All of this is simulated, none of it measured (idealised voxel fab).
The following process module bears the name voxel gate over fins.
For reference, the cross-section in this document is cut, with width 270 nm and square cells of 5 nm.
Just so we're on the same page, the cross-sections are grids of square cells, and they're listed out in bands top to bottom, each band one or more rows deep. Each band's line starts with the height of the band's top and of its bottom, in nm. Then come its materials from left to right, each with its width in nm. One material with "edge to edge" fills the band from edge to edge. "blank" is empty space. Heights are expressed relative to 0, this being the level below which the as-received wafer comprises one material exclusively. The lowest band is unbounded in the downward direction and is denoted as in "z 0 and below". Per-row width for "30->40": begins at first number (top row of band), ends at second number (bottom row), increment between rows held constant. Basically "no alteration" means that step didn't change any cell in the cross-section. Look at "Voids lacking openings" for the closed voids: empty spaces with no open path to the top, sized 8 cells or up. Each is width x height at distance, distance from the left edge, all nm. That trailing text on a step's line, after the settings, is the simulator's own remark on the step. "overlay nm", when on a step's line for a step with a mask, measures how far to the right of its planned place the mask lay; a negative measure means to the left. Each of the pairs that make up the rest of this document says: here is the cross-section before one process step, here is the cross-section after it, drawn only down to the lowest band that changed, and here, under the pair, is the step lying between them with its settings. Different pairs may come from different runs of this module on the same starting wafer, so a pair continues from the pair above it only where its entry headed "Before this step" says so.
-- Before this step
	z 0 to -10 | blank (50)  Si (5)  blank (50)  Si (5)  blank (50)  Si (5)  blank (50)  Si (5)  blank (50)
	z -10 to -15 | SiO2 (50)  Si (5)  SiO2 (50)  Si (5)  SiO2 (50)  Si (5)  SiO2 (50)  Si (5)  SiO2 (50)
	z -15 to -25 | SiO2 (50)  Si (5)  SiO2 (15)  TiN (5)  Ru (5)  TiN (5)  SiO2 (20)  Si (5)  SiO2 (50)  Si (5)  SiO2 (50)  Si (5)  SiO2 (50)
	z -25 to -30 | SiO2 (50)  Si (5)  SiO2 (15)  TiN (15)  SiO2 (20)  Si (5)  SiO2 (50)  Si (5)  SiO2 (50)  Si (5)  SiO2 (50)
	z -30 to -40 | SiO2 (50)  Si (5)  SiO2 (50)  Si (5)  SiO2 (50)  Si (5)  SiO2 (50)  Si (5)  SiO2 (50)
	z -40 and below | Si edge to edge
	Voids lacking openings: none
-- Step Result
	z 15 to 5 | blank (35)  HfO2 (35)  blank (20)  HfO2 (35)  blank (20)  HfO2 (35)  blank (20)  HfO2 (35)  blank (35)
	z 5 to 0 | HfO2 edge to edge
	z 0 to -10 | HfO2 (50)  Si (5)  HfO2 (50)  Si (5)  HfO2 (50)  Si (5)  HfO2 (50)  Si (5)  HfO2 (50)
	Lower than -10, everything is as it was.
	Voids lacking openings: none
Upper to lower cross-section via CONFORMAL_DEP, material HfO2, thk nm 15
Before this step: per the after cross-section of the pair just above.
-- Step Result
	z 20 to 15 | blank (30)  TiN (45)  blank (10)  TiN (45)  blank (10)  TiN (45)  blank (10)  TiN (45)  blank (30)
	z 15 to 10 | blank (30)  TiN (5)  HfO2 (35)  TiN (5)  blank (10)  TiN (5)  HfO2 (35)  TiN (5)  blank (10)  TiN (5)  HfO2 (35)  TiN (5)  blank (10)  TiN (5)  HfO2 (35)  TiN (5)  blank (30)
	z 10 to 5 | TiN (35)  HfO2 (35)  TiN (20)  HfO2 (35)  TiN (20)  HfO2 (35)  TiN (20)  HfO2 (35)  TiN (35)
	Lower than 5, everything is as it was.
	Voids lacking openings: none
Upper to lower cross-section via CONFORMAL_DEP, material TiN, thk nm 5
Before this step: per the after cross-section of the pair just above.
-- Step Result
	z 35 to 20 | W edge to edge
	z 20 to 15 | W (30)  TiN (45)  W (10)  TiN (45)  W (10)  TiN (45)  W (10)  TiN (45)  W (30)
	z 15 to 10 | W (30)  TiN (5)  HfO2 (35)  TiN (5)  W (10)  TiN (5)  HfO2 (35)  TiN (5)  W (10)  TiN (5)  HfO2 (35)  TiN (5)  W (10)  TiN (5)  HfO2 (35)  TiN (5)  W (30)
	Lower than 10, everything is as it was.
	Voids lacking openings: none
Upper to lower cross-section via FILL_DEP, material W, thk nm 15
Before this step: per the after cross-section of the pair just above.
-- Step Result
	z 20 to 15 | W (30)  TiN (45)  W (10)  TiN (45)  W (10)  TiN (45)  W (10)  TiN (45)  W (30)
	Lower than 15, everything is as it was.
	Voids lacking openings: none
Upper to lower cross-section via CMP, height nm 20
Before this step: per the after cross-section of the pair just above.
-- Step Result
	z 25 to 20 | SiCN edge to edge
	Lower than 20, everything is as it was.
	Voids lacking openings: none
Upper to lower cross-section via CONFORMAL_DEP, material SiCN, thk nm 5
-- Before this step
	z 5 to 0 | SiN edge to edge
	z 0 and below | Si edge to edge
	Voids lacking openings: none
-- Step Result
	z 5 to 0 | blank (45)  SiN (20)  blank (35)  SiN (20)  blank (35)  SiN (20)  blank (35)  SiN (20)  blank (40)
	Lower than 0, everything is as it was.
	Voids lacking openings: none
Upper to lower cross-section via MASKED_ETCH, tone cover, mask id FINS, width nm 20, pitch nm 55, etch materials SiN, depth nm 5, overlay nm 0
Before this step: per the after cross-section of the pair just above.
-- Step Result
	z 5 to 0 | blank (45)  SiN (20)  blank (35)  SiN (20)  blank (35)  SiN (20)  blank (35)  SiN (20)  blank (40)
	z 0 to -35 | blank (45)  Si (20)  blank (35)  Si (20)  blank (35)  Si (20)  blank (35)  Si (20)  blank (40)
	Lower than -35, everything is as it was.
	Voids lacking openings: none
Upper to lower cross-section via MASKED_ETCH, tone cover, mask id FINS, width nm 15, pitch nm 55, etch materials Si, depth nm 35, overlay nm 0
Before this step: per the after cross-section of the pair just above.
-- Step Result
	z 5 to 0 | blank (45)  SiN (20)  blank (35)  SiN (20)  blank (35)  SiN (20)  blank (35)  SiN (20)  blank (40)
	z 0 to -35 | blank (45)  SiO2 (5)  Si (10)  SiO2 (5)  blank (35)  SiO2 (5)  Si (10)  SiO2 (5)  blank (35)  SiO2 (5)  Si (10)  SiO2 (5)  blank (35)  SiO2 (5)  Si (10)  SiO2 (5)  blank (40)
	z -35 to -40 | SiO2 (50)  Si (10)  SiO2 (45)  Si (10)  SiO2 (45)  Si (10)  SiO2 (45)  Si (10)  SiO2 (45)
	Lower than -40, everything is as it was.
	Voids lacking openings: none
Upper to lower cross-section via OXIDIZE, depth nm 5
Before this step: per the after cross-section of the pair just above.
-- Step Result
	z 20 to 5 | SiO2 edge to edge
	z 5 to 0 | SiO2 (45)  SiN (20)  SiO2 (35)  SiN (20)  SiO2 (35)  SiN (20)  SiO2 (35)  SiN (20)  SiO2 (40)
	z 0 to -40 | SiO2 (50)  Si (10)  SiO2 (45)  Si (10)  SiO2 (45)  Si (10)  SiO2 (45)  Si (10)  SiO2 (45)
	Lower than -40, everything is as it was.
	Voids lacking openings: none
Upper to lower cross-section via FILL_DEP, material SiO2, thk nm 15
Before this step: per the after cross-section of the pair just above.
-- Step Result
	z 5 to 0 | SiO2 (45)  SiN (20)  SiO2 (35)  SiN (20)  SiO2 (35)  SiN (20)  SiO2 (35)  SiN (20)  SiO2 (40)
	Lower than 0, everything is as it was.
	Voids lacking openings: none
Upper to lower cross-section via CMP, height nm 5
Before this step: per the after cross-section of the pair just above.
-- Step Result
	z 25 to 5 | resist (70)  blank (15)  resist (185)
	Lower than 5, everything is as it was.
	Voids lacking openings: none
Upper to lower cross-section via PATTERN, tone open, mask id RAIL, material resist, width nm 15, thk nm 20, overlay nm 0
Before this step: per the after cross-section of the pair just above.
-- Step Result
	z 25 to 5 | resist (70)  blank (15)  resist (185)
	z 5 to 0 | SiO2 (45)  SiN (20)  SiO2 (5)  blank (15)  SiO2 (15)  SiN (20)  SiO2 (35)  SiN (20)  SiO2 (35)  SiN (20)  SiO2 (40)
	z 0 to -30 | SiO2 (50)  Si (10)  SiO2 (10)  blank (15)  SiO2 (20)  Si (10)  SiO2 (45)  Si (10)  SiO2 (45)  Si (10)  SiO2 (45)
	Lower than -30, everything is as it was.
	Voids lacking openings: none
Upper to lower cross-section via DIRECTIONAL_ETCH, etch materials SiO2, depth nm 35
Before this step: per the after cross-section of the pair just above.
-- Step Result
	z 5 to 0 | SiO2 (45)  SiN (20)  SiO2 (5)  blank (15)  SiO2 (15)  SiN (20)  SiO2 (35)  SiN (20)  SiO2 (35)  SiN (20)  SiO2 (40)
	Lower than 0, everything is as it was.
	Voids lacking openings: none
Upper to lower cross-section via STRIP, etch materials resist
Before this step: per the after cross-section of the pair just above.
-- Step Result
	z 10 to 5 | TiN (75)  blank (5)  TiN (190)
	z 5 to 0 | SiO2 (45)  SiN (20)  SiO2 (5)  TiN (5)  blank (5)  TiN (5)  SiO2 (15)  SiN (20)  SiO2 (35)  SiN (20)  SiO2 (35)  SiN (20)  SiO2 (40)
	z 0 to -25 | SiO2 (50)  Si (10)  SiO2 (10)  TiN (5)  blank (5)  TiN (5)  SiO2 (20)  Si (10)  SiO2 (45)  Si (10)  SiO2 (45)  Si (10)  SiO2 (45)
	z -25 to -30 | SiO2 (50)  Si (10)  SiO2 (10)  TiN (15)  SiO2 (20)  Si (10)  SiO2 (45)  Si (10)  SiO2 (45)  Si (10)  SiO2 (45)
	Lower than -30, everything is as it was.
	Voids lacking openings: none
Upper to lower cross-section via CONFORMAL_DEP, material TiN, thk nm 5
Before this step: per the after cross-section of the pair just above.
-- Step Result
	z 15 to 10 | Ru edge to edge
	z 10 to 5 | TiN (75)  Ru (5)  TiN (190)
	z 5 to 0 | SiO2 (45)  SiN (20)  SiO2 (5)  TiN (5)  Ru (5)  TiN (5)  SiO2 (15)  SiN (20)  SiO2 (35)  SiN (20)  SiO2 (35)  SiN (20)  SiO2 (40)
	z 0 to -25 | SiO2 (50)  Si (10)  SiO2 (10)  TiN (5)  Ru (5)  TiN (5)  SiO2 (20)  Si (10)  SiO2 (45)  Si (10)  SiO2 (45)  Si (10)  SiO2 (45)
	Lower than -25, everything is as it was.
	Voids lacking openings: none
Upper to lower cross-section via FILL_DEP, material Ru, thk nm 5
Before this step: per the after cross-section of the pair just above.
-- Step Result
	z 5 to 0 | SiO2 (45)  SiN (20)  SiO2 (5)  TiN (5)  Ru (5)  TiN (5)  SiO2 (15)  SiN (20)  SiO2 (35)  SiN (20)  SiO2 (35)  SiN (20)  SiO2 (40)
	Lower than 0, everything is as it was.
	Voids lacking openings: none
Upper to lower cross-section via CMP, height nm 5
Before this step: per the after cross-section of the pair just above.
-- Step Result
	z 5 to 0 | SiO2 (45)  SiN (20)  SiO2 (5)  blank (15)  SiO2 (15)  SiN (20)  SiO2 (35)  SiN (20)  SiO2 (35)  SiN (20)  SiO2 (40)
	z 0 to -15 | SiO2 (50)  Si (10)  SiO2 (10)  blank (15)  SiO2 (20)  Si (10)  SiO2 (45)  Si (10)  SiO2 (45)  Si (10)  SiO2 (45)
	Lower than -15, everything is as it was.
	Voids lacking openings: none
Upper to lower cross-section via SELECTIVE_ETCH, etch materials W Ru TiN, depth nm 20
Before this step: per the after cross-section of the pair just above.
-- Step Result
	z 10 to 5 | SiO2 edge to edge
	z 5 to 0 | SiO2 (45)  SiN (20)  SiO2 (35)  SiN (20)  SiO2 (35)  SiN (20)  SiO2 (35)  SiN (20)  SiO2 (40)
	z 0 to -15 | SiO2 (50)  Si (10)  SiO2 (45)  Si (10)  SiO2 (45)  Si (10)  SiO2 (45)  Si (10)  SiO2 (45)
	Lower than -15, everything is as it was.
	Voids lacking openings: none
Upper to lower cross-section via FILL_DEP, material SiO2, thk nm 5
Before this step: per the after cross-section of the pair just above.
-- Step Result
	z 5 to 0 | SiO2 (45)  SiN (20)  SiO2 (35)  SiN (20)  SiO2 (35)  SiN (20)  SiO2 (35)  SiN (20)  SiO2 (40)
	Lower than 0, everything is as it was.
	Voids lacking openings: none
Upper to lower cross-section via CMP, height nm 5
Before this step: per the after cross-section of the pair just above.
-- Step Result
	z 5 to 0 | blank (45)  SiN (20)  blank (35)  SiN (20)  blank (35)  SiN (20)  blank (35)  SiN (20)  blank (40)
	z 0 to -10 | blank (50)  Si (10)  blank (45)  Si (10)  blank (45)  Si (10)  blank (45)  Si (10)  blank (45)
	Lower than -10, everything is as it was.
	Voids lacking openings: none
Upper to lower cross-section via SELECTIVE_ETCH, etch materials SiO2, depth nm 15
Before this step: per the after cross-section of the pair just above.
-- Step Result
	z 0 to -10 | blank (50)  Si (10)  blank (45)  Si (10)  blank (45)  Si (10)  blank (45)  Si (10)  blank (45)
	Lower than -10, everything is as it was.
	Voids lacking openings: none
Upper to lower cross-section via STRIP, etch materials SiN
Before this step: per the after cross-section of the pair just above.
-- Step Result
	z 5 to 0 | blank (45)  HfO2 (20)  blank (35)  HfO2 (20)  blank (35)  HfO2 (20)  blank (35)  HfO2 (20)  blank (40)
	z 0 to -5 | blank (45)  HfO2 (5)  Si (10)  HfO2 (5)  blank (35)  HfO2 (5)  Si (10)  HfO2 (5)  blank (35)  HfO2 (5)  Si (10)  HfO2 (5)  blank (35)  HfO2 (5)  Si (10)  HfO2 (5)  blank (40)
	z -5 to -10 | HfO2 (50)  Si (10)  HfO2 (45)  Si (10)  HfO2 (45)  Si (10)  HfO2 (45)  Si (10)  HfO2 (45)
	Lower than -10, everything is as it was.
	Voids lacking openings: none
Upper to lower cross-section via CONFORMAL_DEP, material HfO2, thk nm 5
Before this step: per the after cross-section of the pair just above.
-- Step Result
	z 10 to 5 | blank (40)  TiN (30)  blank (25)  TiN (30)  blank (25)  TiN (30)  blank (25)  TiN (30)  blank (35)
	z 5 to 0 | blank (40)  TiN (5)  HfO2 (20)  TiN (5)  blank (25)  TiN (5)  HfO2 (20)  TiN (5)  blank (25)  TiN (5)  HfO2 (20)  TiN (5)  blank (25)  TiN (5)  HfO2 (20)  TiN (5)  blank (35)
	z 0 to -5 | TiN (45)  HfO2 (5)  Si (10)  HfO2 (5)  TiN (35)  HfO2 (5)  Si (10)  HfO2 (5)  TiN (35)  HfO2 (5)  Si (10)  HfO2 (5)  TiN (35)  HfO2 (5)  Si (10)  HfO2 (5)  TiN (40)
	Lower than -5, everything is as it was.
	Voids lacking openings: none
Upper to lower cross-section via CONFORMAL_DEP, material TiN, thk nm 5
Before this step: per the after cross-section of the pair just above.
-- Step Result
	z 25 to 10 | W edge to edge
	z 10 to 5 | W (40)  TiN (30)  W (25)  TiN (30)  W (25)  TiN (30)  W (25)  TiN (30)  W (35)
	z 5 to 0 | W (40)  TiN (5)  HfO2 (20)  TiN (5)  W (25)  TiN (5)  HfO2 (20)  TiN (5)  W (25)  TiN (5)  HfO2 (20)  TiN (5)  W (25)  TiN (5)  HfO2 (20)  TiN (5)  W (35)
	Lower than 0, everything is as it was.
	Voids lacking openings: none
Upper to lower cross-section via FILL_DEP, material W, thk nm 15
Before this step: per the after cross-section of the pair just above.
-- Step Result
	z 20 to 10 | W edge to edge
	Lower than 10, everything is as it was.
	Voids lacking openings: none
Upper to lower cross-section via CMP, height nm 20
Before this step: per the after cross-section of the pair just above.
-- Step Result
	z 25 to 20 | SiCN edge to edge
	Lower than 20, everything is as it was.
	Voids lacking openings: none
Upper to lower cross-section via CONFORMAL_DEP, material SiCN, thk nm 5
-- Before this step
	z 5 to 0 | SiO2 (45)  SiN (15)  SiO2 (40)  SiN (15)  SiO2 (40)  SiN (15)  SiO2 (40)  SiN (15)  SiO2 (45)
	z 0 to -40 | SiO2 (50)  Si (5)  SiO2 (50)  Si (5)  SiO2 (50)  Si (5)  SiO2 (50)  Si (5)  SiO2 (50)
	z -40 and below | Si edge to edge
	Voids lacking openings: none
-- Step Result
	z 25 to 5 | resist (80)  blank (15)  resist (175)
	Lower than 5, everything is as it was.
	Voids lacking openings: none
Upper to lower cross-section via PATTERN, tone open, mask id RAIL, material resist, width nm 15, thk nm 20, overlay nm 10
Before this step: per the after cross-section of the pair just above.
-- Step Result
	z 25 to 5 | resist (80)  blank (15)  resist (175)
	z 5 to 0 | SiO2 (45)  SiN (15)  SiO2 (20)  blank (15)  SiO2 (5)  SiN (15)  SiO2 (40)  SiN (15)  SiO2 (40)  SiN (15)  SiO2 (45)
	z 0 to -30 | SiO2 (50)  Si (5)  SiO2 (25)  blank (15)  SiO2 (10)  Si (5)  SiO2 (50)  Si (5)  SiO2 (50)  Si (5)  SiO2 (50)
	Lower than -30, everything is as it was.
	Voids lacking openings: none
Upper to lower cross-section via DIRECTIONAL_ETCH, etch materials SiO2, depth nm 35
Before this step: per the after cross-section of the pair just above.
-- Step Result
	z 5 to 0 | SiO2 (45)  SiN (15)  SiO2 (20)  blank (15)  SiO2 (5)  SiN (15)  SiO2 (40)  SiN (15)  SiO2 (40)  SiN (15)  SiO2 (45)
	Lower than 0, everything is as it was.
	Voids lacking openings: none
Upper to lower cross-section via STRIP, etch materials resist
Before this step: per the after cross-section of the pair just above.
-- Step Result
	z 10 to 5 | TiN (85)  blank (5)  TiN (180)
	z 5 to 0 | SiO2 (45)  SiN (15)  SiO2 (20)  TiN (5)  blank (5)  TiN (5)  SiO2 (5)  SiN (15)  SiO2 (40)  SiN (15)  SiO2 (40)  SiN (15)  SiO2 (45)
	z 0 to -25 | SiO2 (50)  Si (5)  SiO2 (25)  TiN (5)  blank (5)  TiN (5)  SiO2 (10)  Si (5)  SiO2 (50)  Si (5)  SiO2 (50)  Si (5)  SiO2 (50)
	z -25 to -30 | SiO2 (50)  Si (5)  SiO2 (25)  TiN (15)  SiO2 (10)  Si (5)  SiO2 (50)  Si (5)  SiO2 (50)  Si (5)  SiO2 (50)
	Lower than -30, everything is as it was.
	Voids lacking openings: none
Upper to lower cross-section via CONFORMAL_DEP, material TiN, thk nm 5
Before this step: per the after cross-section of the pair just above.
-- Step Result
	z 15 to 10 | Ru edge to edge
	z 10 to 5 | TiN (85)  Ru (5)  TiN (180)
	z 5 to 0 | SiO2 (45)  SiN (15)  SiO2 (20)  TiN (5)  Ru (5)  TiN (5)  SiO2 (5)  SiN (15)  SiO2 (40)  SiN (15)  SiO2 (40)  SiN (15)  SiO2 (45)
	z 0 to -25 | SiO2 (50)  Si (5)  SiO2 (25)  TiN (5)  Ru (5)  TiN (5)  SiO2 (10)  Si (5)  SiO2 (50)  Si (5)  SiO2 (50)  Si (5)  SiO2 (50)
	Lower than -25, everything is as it was.
	Voids lacking openings: none
Upper to lower cross-section via FILL_DEP, material Ru, thk nm 5
Before this step: per the after cross-section of the pair just above.
-- Step Result
	z 5 to 0 | SiO2 (45)  SiN (15)  SiO2 (20)  TiN (5)  Ru (5)  TiN (5)  SiO2 (5)  SiN (15)  SiO2 (40)  SiN (15)  SiO2 (40)  SiN (15)  SiO2 (45)
	Lower than 0, everything is as it was.
	Voids lacking openings: none
Upper to lower cross-section via CMP, height nm 5
Before this step: per the after cross-section of the pair just above.
-- Step Result
	z 5 to 0 | SiO2 (45)  SiN (15)  SiO2 (20)  blank (15)  SiO2 (5)  SiN (15)  SiO2 (40)  SiN (15)  SiO2 (40)  SiN (15)  SiO2 (45)
	z 0 to -15 | SiO2 (50)  Si (5)  SiO2 (25)  blank (15)  SiO2 (10)  Si (5)  SiO2 (50)  Si (5)  SiO2 (50)  Si (5)  SiO2 (50)
	Lower than -15, everything is as it was.
	Voids lacking openings: none
Upper to lower cross-section via SELECTIVE_ETCH, etch materials W Ru TiN, depth nm 20
Before this step: per the after cross-section of the pair just above.
-- Step Result
	z 10 to 5 | SiO2 edge to edge
	z 5 to 0 | SiO2 (45)  SiN (15)  SiO2 (40)  SiN (15)  SiO2 (40)  SiN (15)  SiO2 (40)  SiN (15)  SiO2 (45)
	z 0 to -15 | SiO2 (50)  Si (5)  SiO2 (50)  Si (5)  SiO2 (50)  Si (5)  SiO2 (50)  Si (5)  SiO2 (50)
	Lower than -15, everything is as it was.
	Voids lacking openings: none
Upper to lower cross-section via FILL_DEP, material SiO2, thk nm 5
Before this step: per the after cross-section of the pair just above.
-- Step Result
	z 5 to 0 | SiO2 (45)  SiN (15)  SiO2 (40)  SiN (15)  SiO2 (40)  SiN (15)  SiO2 (40)  SiN (15)  SiO2 (45)
	Lower than 0, everything is as it was.
	Voids lacking openings: none
Upper to lower cross-section via CMP, height nm 5
Before this step: per the after cross-section of the pair just above.
-- Step Result
	z 5 to 0 | blank (45)  SiN (15)  blank (40)  SiN (15)  blank (40)  SiN (15)  blank (40)  SiN (15)  blank (45)
	z 0 to -10 | blank (50)  Si (5)  blank (50)  Si (5)  blank (50)  Si (5)  blank (50)  Si (5)  blank (50)
	Lower than -10, everything is as it was.
	Voids lacking openings: none
Upper to lower cross-section via SELECTIVE_ETCH, etch materials SiO2, depth nm 15
Before this step: per the after cross-section of the pair just above.
-- Step Result
	z 0 to -10 | blank (50)  Si (5)  blank (50)  Si (5)  blank (50)  Si (5)  blank (50)  Si (5)  blank (50)
	Lower than -10, everything is as it was.
	Voids lacking openings: none
Upper to lower cross-section via STRIP, etch materials SiN
Before this step: per the after cross-section of the pair just above.
-- Step Result
	z 5 to 0 | blank (45)  HfO2 (15)  blank (40)  HfO2 (15)  blank (40)  HfO2 (15)  blank (40)  HfO2 (15)  blank (45)
	z 0 to -5 | blank (45)  HfO2 (5)  Si (5)  HfO2 (5)  blank (40)  HfO2 (5)  Si (5)  HfO2 (5)  blank (40)  HfO2 (5)  Si (5)  HfO2 (5)  blank (40)  HfO2 (5)  Si (5)  HfO2 (5)  blank (45)
	z -5 to -10 | HfO2 (50)  Si (5)  HfO2 (50)  Si (5)  HfO2 (50)  Si (5)  HfO2 (50)  Si (5)  HfO2 (50)
	Lower than -10, everything is as it was.
	Voids lacking openings: none
Upper to lower cross-section via CONFORMAL_DEP, material HfO2, thk nm 5
Before this step: per the after cross-section of the pair just above.
-- Step Result
	z 10 to 5 | blank (40)  TiN (25)  blank (30)  TiN (25)  blank (30)  TiN (25)  blank (30)  TiN (25)  blank (40)
	z 5 to 0 | blank (40)  TiN (5)  HfO2 (15)  TiN (5)  blank (30)  TiN (5)  HfO2 (15)  TiN (5)  blank (30)  TiN (5)  HfO2 (15)  TiN (5)  blank (30)  TiN (5)  HfO2 (15)  TiN (5)  blank (40)
	z 0 to -5 | TiN (45)  HfO2 (5)  Si (5)  HfO2 (5)  TiN (40)  HfO2 (5)  Si (5)  HfO2 (5)  TiN (40)  HfO2 (5)  Si (5)  HfO2 (5)  TiN (40)  HfO2 (5)  Si (5)  HfO2 (5)  TiN (45)
	Lower than -5, everything is as it was.
	Voids lacking openings: none
Upper to lower cross-section via CONFORMAL_DEP, material TiN, thk nm 5
Before this step: per the after cross-section of the pair just above.
-- Step Result
	z 25 to 10 | W edge to edge
	z 10 to 5 | W (40)  TiN (25)  W (30)  TiN (25)  W (30)  TiN (25)  W (30)  TiN (25)  W (40)
	z 5 to 0 | W (40)  TiN (5)  HfO2 (15)  TiN (5)  W (30)  TiN (5)  HfO2 (15)  TiN (5)  W (30)  TiN (5)  HfO2 (15)  TiN (5)  W (30)  TiN (5)  HfO2 (15)  TiN (5)  W (40)
	Lower than 0, everything is as it was.
	Voids lacking openings: none
Upper to lower cross-section via FILL_DEP, material W, thk nm 15
Before this step: per the after cross-section of the pair just above.
-- Step Result
	z 20 to 10 | W edge to edge
	Lower than 10, everything is as it was.
	Voids lacking openings: none
Upper to lower cross-section via CMP, height nm 20
Before this step: per the after cross-section of the pair just above.
-- Step Result
	z 25 to 20 | SiCN edge to edge
	Lower than 20, everything is as it was.
	Voids lacking openings: none
Upper to lower cross-section via CONFORMAL_DEP, material SiCN, thk nm 5
-- Before this step
	z 5 to 0 | blank (45)  SiN (15)  blank (40)  SiN (15)  blank (40)  SiN (15)  blank (40)  SiN (15)  blank (45)
	z 0 to -35 | blank (45)  SiO2 (5)  Si (5)  SiO2 (5)  blank (40)  SiO2 (5)  Si (5)  SiO2 (5)  blank (40)  SiO2 (5)  Si (5)  SiO2 (5)  blank (40)  SiO2 (5)  Si (5)  SiO2 (5)  blank (45)
	z -35 to -40 | SiO2 (50)  Si (5)  SiO2 (50)  Si (5)  SiO2 (50)  Si (5)  SiO2 (50)  Si (5)  SiO2 (50)
	z -40 and below | Si edge to edge
	Voids lacking openings: none
-- Step Result
	z 20 to 5 | HfO2 edge to edge
	z 5 to 0 | HfO2 (45)  SiN (15)  HfO2 (40)  SiN (15)  HfO2 (40)  SiN (15)  HfO2 (40)  SiN (15)  HfO2 (45)
	z 0 to -35 | HfO2 (45)  SiO2 (5)  Si (5)  SiO2 (5)  HfO2 (40)  SiO2 (5)  Si (5)  SiO2 (5)  HfO2 (40)  SiO2 (5)  Si (5)  SiO2 (5)  HfO2 (40)  SiO2 (5)  Si (5)  SiO2 (5)  HfO2 (45)
	Lower than -35, everything is as it was.
	Voids lacking openings: none
Upper to lower cross-section via FILL_DEP, material HfO2, thk nm 15
Before this step: per the after cross-section of the pair just above.
-- Step Result
	z 5 to 0 | HfO2 (45)  SiN (15)  HfO2 (40)  SiN (15)  HfO2 (40)  SiN (15)  HfO2 (40)  SiN (15)  HfO2 (45)
	Lower than 0, everything is as it was.
	Voids lacking openings: none
Upper to lower cross-section via CMP, height nm 5
Before this step: per the after cross-section of the pair just above.
-- Step Result
	z 25 to 5 | resist (70)  blank (15)  resist (185)
	Lower than 5, everything is as it was.
	Voids lacking openings: none
Upper to lower cross-section via PATTERN, tone open, mask id RAIL, material resist, width nm 15, thk nm 20, overlay nm 0
Before this step: per the after cross-section of the pair just above.
-- Step Result
	z 5 to 0 | HfO2 (45)  SiN (15)  HfO2 (40)  SiN (15)  HfO2 (40)  SiN (15)  HfO2 (40)  SiN (15)  HfO2 (45)
	Lower than 0, everything is as it was.
	Voids lacking openings: none
Upper to lower cross-section via STRIP, etch materials resist
Before this step: per the after cross-section of the pair just above.
-- Step Result
	z 10 to 5 | TiN edge to edge
	Lower than 5, everything is as it was.
	Voids lacking openings: none
Upper to lower cross-section via CONFORMAL_DEP, material TiN, thk nm 5
Before this step: per the after cross-section of the pair just above.
-- Step Result
	z 15 to 10 | Ru edge to edge
	Lower than 10, everything is as it was.
	Voids lacking openings: none
Upper to lower cross-section via FILL_DEP, material Ru, thk nm 5
Before this step: per the after cross-section of the pair just above.
-- Step Result
	z 5 to 0 | HfO2 (45)  SiN (15)  HfO2 (40)  SiN (15)  HfO2 (40)  SiN (15)  HfO2 (40)  SiN (15)  HfO2 (45)
	Lower than 0, everything is as it was.
	Voids lacking openings: none
Upper to lower cross-section via CMP, height nm 5
Before this step: per the after cross-section of the pair just above.
-- Step Result
	z 10 to 5 | SiO2 edge to edge
	Lower than 5, everything is as it was.
	Voids lacking openings: none
Upper to lower cross-section via FILL_DEP, material SiO2, thk nm 5
Before this step: per the after cross-section of the pair just above.
-- Step Result
	z 5 to 0 | HfO2 (45)  SiN (15)  HfO2 (40)  SiN (15)  HfO2 (40)  SiN (15)  HfO2 (40)  SiN (15)  HfO2 (45)
	Lower than 0, everything is as it was.
	Voids lacking openings: none
Upper to lower cross-section via CMP, height nm 5
Before this step: per the after cross-section of the pair just above.
-- Step Result
	z 5 to 0 | HfO2 (45)  blank (15)  HfO2 (40)  blank (15)  HfO2 (40)  blank (15)  HfO2 (40)  blank (15)  HfO2 (45)
	Lower than 0, everything is as it was.
	Voids lacking openings: none
Upper to lower cross-section via STRIP, etch materials SiN
Before this step: per the after cross-section of the pair just above.
-- Step Result
	z 10 to 5 | HfO2 (50)  blank (5)  HfO2 (50)  blank (5)  HfO2 (50)  blank (5)  HfO2 (50)  blank (5)  HfO2 (50)
	z 5 to 0 | HfO2 edge to edge
	Lower than 0, everything is as it was.
	Voids lacking openings: none
Upper to lower cross-section via CONFORMAL_DEP, material HfO2, thk nm 5
Before this step: per the after cross-section of the pair just above.
-- Step Result
	z 15 to 10 | TiN edge to edge
	z 10 to 5 | HfO2 (50)  TiN (5)  HfO2 (50)  TiN (5)  HfO2 (50)  TiN (5)  HfO2 (50)  TiN (5)  HfO2 (50)
	Lower than 5, everything is as it was.
	Voids lacking openings: none
Upper to lower cross-section via CONFORMAL_DEP, material TiN, thk nm 5
Before this step: per the after cross-section of the pair just above.
-- Step Result
	z 30 to 15 | W edge to edge
	Lower than 15, everything is as it was.
	Voids lacking openings: none
Upper to lower cross-section via FILL_DEP, material W, thk nm 15
Before this step: per the after cross-section of the pair just above.
-- Step Result
	z 20 to 15 | W edge to edge
	Lower than 15, everything is as it was.
	Voids lacking openings: none
Upper to lower cross-section via CMP, height nm 20
Before this step: per the after cross-section of the pair just above.
-- Step Result
	z 25 to 20 | SiCN edge to edge
	Lower than 20, everything is as it was.
	Voids lacking openings: none
Upper to lower cross-section via CONFORMAL_DEP, material SiCN, thk nm 5
-- Before this step
	z 5 to 0 | SiO2 (45)  SiN (15)  SiO2 (40)  SiN (15)  SiO2 (40)  SiN (15)  SiO2 (40)  SiN (15)  SiO2 (45)
	z 0 to -40 | SiO2 (50)  Si (5)  SiO2 (50)  Si (5)  SiO2 (50)  Si (5)  SiO2 (50)  Si (5)  SiO2 (50)
	z -40 and below | Si edge to edge
	Voids lacking openings: none
-- Step Result
	z 25 to 5 | blank (70)  resist (15)  blank (185)
	Lower than 5, everything is as it was.
	Voids lacking openings: none
Upper to lower cross-section via PATTERN, tone cover, mask id RAIL, material resist, width nm 15, thk nm 20, overlay nm 0
Before this step: per the after cross-section of the pair just above.
-- Step Result
	z 25 to 5 | blank (70)  resist (15)  blank (185)
	z 5 to 0 | blank (45)  SiN (15)  blank (10)  SiO2 (15)  blank (15)  SiN (15)  blank (40)  SiN (15)  blank (40)  SiN (15)  blank (45)
	z 0 to -30 | blank (45)  SiO2 (5)  Si (5)  SiO2 (5)  blank (10)  SiO2 (15)  blank (15)  SiO2 (5)  Si (5)  SiO2 (5)  blank (40)  SiO2 (5)  Si (5)  SiO2 (5)  blank (40)  SiO2 (5)  Si (5)  SiO2 (5)  blank (45)
	Lower than -30, everything is as it was.
	Voids lacking openings: none
Upper to lower cross-section via DIRECTIONAL_ETCH, etch materials SiO2, depth nm 35
Before this step: per the after cross-section of the pair just above.
-- Step Result
	z 5 to 0 | blank (45)  SiN (15)  blank (10)  SiO2 (15)  blank (15)  SiN (15)  blank (40)  SiN (15)  blank (40)  SiN (15)  blank (45)
	Lower than 0, everything is as it was.
	Voids lacking openings: none
Upper to lower cross-section via STRIP, etch materials resist
